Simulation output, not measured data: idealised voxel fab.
The following is a process module called voxel released beams.
In the cross-section labelled cut, the width is 285 nm and each square cell is 5 nm.
Think of the cross-section as a grid of square cells. We describe it in bands, top to bottom, and each band covers one or more rows of those cells.
Band: top height; bottom height; in nm. Then, left to right: material with width in nm, for each material. "everywhere": a single material spanning edge to edge. "empty": empty space.
Ref level 0: as-received wafer is one material below here. Bottom band extends down with no lower bound ("from 0 down").
Graded width ("30 to 40"): value in top row of band = first number; value in bottom row = second number; row-to-row change constant.
When a step is marked "nothing was modified", none of the cells in the cross-section changed during that step.
Basically, "Completely enclosed voids" tells you about the enclosed voids: empty spaces with no open way to the top, 8 cells or bigger, each written width x height at distance, where distance is from the left edge, all in nm.
Where a step's line continues beyond its settings, the continuation is a remark by the simulator itself on that step.
For masked steps, "overlay nm" on the step line gives how far right of plan the mask actually lay; a minus sign means it lay to the left.

## Planned step list for the process
1 RECEIVE (material Si)
2 CONFORMAL_DEP (material SiN; thk nm 5)
3 DIRECTIONAL_DEP (material SiO2; thk nm 20)
4 PATTERN (tone open; mask id ANCHOR; material resist; width nm 30; thk nm 15; overlay nm 0)
5 DIRECTIONAL_ETCH (etch materials SiO2; depth nm 20)
6 STRIP (etch materials resist)
7 CONFORMAL_DEP (material TiN; thk nm 10)
8 DIRECTIONAL_DEP (material aC; thk nm 10)
9 PATTERN (tone cover; mask id BEAM; material resist; width nm 110; thk nm 25; overlay nm 0)
10 DIRECTIONAL_ETCH (etch materials aC; depth nm 10)
11 STRIP (etch materials resist)
12 DIRECTIONAL_ETCH (etch materials TiN; depth nm 10)
13 STRIP (etch materials aC)
14 STRIP (etch materials SiO2)

## Cross-section, incoming material, after step 1
from 0 down: Si everywhere
Completely enclosed voids: none

## Sectioned view, first of two wafers, at the close of the module, processed as intended in the plan
from 35 to 25: empty 85 nm, TiN 15 nm, empty 10 nm, TiN 85 nm, empty 90 nm
from 25 to 15: empty 90 nm, TiN 10 nm, empty 10 nm, TiN 10 nm, empty 165 nm
from 15 to 5: empty 90 nm, TiN 30 nm, empty 165 nm
from 5 to 0: SiN everywhere
from 0 down: Si everywhere
Completely enclosed voids: none

## So this is wafer number two of the two, cut at the end of the module - it started where the first did and had the same plan, we just got one thing wrong running it
from 35 to 25: empty 85 nm, TiN 110 nm, empty 90 nm
from 25 to 20: SiN everywhere
from 20 to 0: SiO2 everywhere
from 0 down: Si everywhere
Completely enclosed voids: none
Against the plan, the run slipped here: the processing plan was not followed for steps 2 and 3, which were run with their positions exchanged
Counted in cells at the end, the second wafer holds more or fewer of these materials than the first: +228 SiO2 | -16 TiN
